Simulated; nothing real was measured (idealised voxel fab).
process module | voxel ribs on slabs
cross-section cut | 260 nm wide | cells 5 nm
A cross-section is a grid of square cells, given in bands from the top down. A band is one or more rows of cells.
Each band's line starts with the height of the band's top and of its bottom, in nm. Then come its materials from left to right, each with its width in nm. One material with "throughout" fills the band from edge to edge. "air" is empty space.
Height 0 is the level under which the wafer as received is all one material. The lowest band goes on downwards, as in "0 down".
A width such as "30 to 40" changes by the same amount from each row of cells to the next, from the band's top row to its bottom row.
"no change" after a step means that no cell of the cross-section changed.
closed voids: empty space of 8 cells or more with no open way to the top, each as width x height at its distance from the left edge, in nm
after a step's settings: what the simulator itself notes on the step
overlay nm, on a step with a mask: how far to the right of its planned place the mask lay; to the left if negative
plan
1 op RECEIVE | material Si
2 op DIRECTIONAL_DEP | material SiO2 | thk nm 30
3 op DIRECTIONAL_DEP | material SiN | thk nm 15
4 op PATTERN | tone cover | mask id RIB | material resist | width nm 20 | thk nm 15 | overlay nm 0
5 op DIRECTIONAL_ETCH | etch materials SiN | depth nm 10
6 op STRIP | etch materials resist
7 op PATTERN | tone cover | mask id SLAB | material resist | width nm 50 | thk nm 20 | overlay nm 0
8 op DIRECTIONAL_ETCH | etch materials SiN | depth nm 5
9 op STRIP | etch materials resist
10 op FILL_DEP | material SiO2 | thk nm 20
11 op CMP | height nm 60
12 op DIRECTIONAL_DEP | material W | thk nm 5
13 op PATTERN | tone cover | mask id HEATER | material resist | width nm 30 | thk nm 20 | overlay nm 0
14 op DIRECTIONAL_ETCH | etch materials W | depth nm 5
15 op STRIP | etch materials resist
16 op CONFORMAL_DEP | material SiN | thk nm 10
first wafer, as planned
as received, after step 1
  0 down: Si throughout
  closed voids: none
after step 2
  30 to 0: SiO2 throughout
  below 0: unchanged
after step 3
  45 to 30: SiN throughout
  below 30: unchanged
after step 4
  60 to 45: air 120 | resist 20 | air 120
  below 45: unchanged
after step 5
  60 to 45: air 120 | resist 20 | air 120
  45 to 35: air 120 | SiN 20 | air 120
  below 35: unchanged
after step 6
  45 to 35: air 120 | SiN 20 | air 120
  below 35: unchanged
after step 7
  65 to 45: air 105 | resist 50 | air 105
  45 to 35: air 105 | resist 15 | SiN 20 | resist 15 | air 105
  below 35: unchanged
after step 8
  65 to 45: air 105 | resist 50 | air 105
  45 to 35: air 105 | resist 15 | SiN 20 | resist 15 | air 105
  35 to 30: air 105 | SiN 50 | air 105
  below 30: unchanged
after step 9
  45 to 35: air 120 | SiN 20 | air 120
  below 35: unchanged
after step 10
  65 to 45: SiO2 throughout
  45 to 35: SiO2 120 | SiN 20 | SiO2 120
  35 to 30: SiO2 105 | SiN 50 | SiO2 105
  below 30: unchanged
after step 11
  60 to 45: SiO2 throughout
  below 45: unchanged
after step 12
  65 to 60: W throughout
  below 60: unchanged
after step 13
  85 to 65: air 115 | resist 30 | air 115
  below 65: unchanged
after step 14
  85 to 65: air 115 | resist 30 | air 115
  65 to 60: air 115 | W 30 | air 115
  below 60: unchanged
after step 15
  65 to 60: air 115 | W 30 | air 115
  below 60: unchanged
after step 16
  75 to 70: air 105 | SiN 50 | air 105
  70 to 65: SiN throughout
  65 to 60: SiN 115 | W 30 | SiN 115
  below 60: unchanged
second wafer: like start, like plan, one mistake. Through step 1 it matches the first wafer
when step 2 should have ended
  15 to 0: SiN throughout
  below 0: unchanged
when step 3 should have ended
  45 to 15: SiO2 throughout
  below 15: unchanged
when step 4 should have ended
  60 to 45: air 120 | resist 20 | air 120
  below 45: unchanged
when step 5 should have ended: no change
when step 6 should have ended
  45 to 15: SiO2 throughout
  below 15: unchanged
when step 7 should have ended
  65 to 45: air 105 | resist 50 | air 105
  below 45: unchanged
when step 8 should have ended: no change
when step 9 should have ended
  45 to 15: SiO2 throughout
  below 15: unchanged
when step 10 should have ended
  65 to 15: SiO2 throughout
  below 15: unchanged
when step 11 should have ended
  60 to 15: SiO2 throughout
  below 15: unchanged
when step 12 should have ended
  65 to 60: W throughout
  below 60: unchanged
when step 13 should have ended
  85 to 65: air 115 | resist 30 | air 115
  below 65: unchanged
when step 14 should have ended
  85 to 65: air 115 | resist 30 | air 115
  65 to 60: air 115 | W 30 | air 115
  below 60: unchanged
when step 15 should have ended
  65 to 60: air 115 | W 30 | air 115
  below 60: unchanged
when step 16 should have ended
  75 to 70: air 105 | SiN 50 | air 105
  70 to 65: SiN throughout
  65 to 60: SiN 115 | W 30 | SiN 115
  below 60: unchanged
what went wrong: steps 2 and 3 were swapped
at the end the second wafer has, in cells: 138 more of SiN | 138 fewer of SiO2
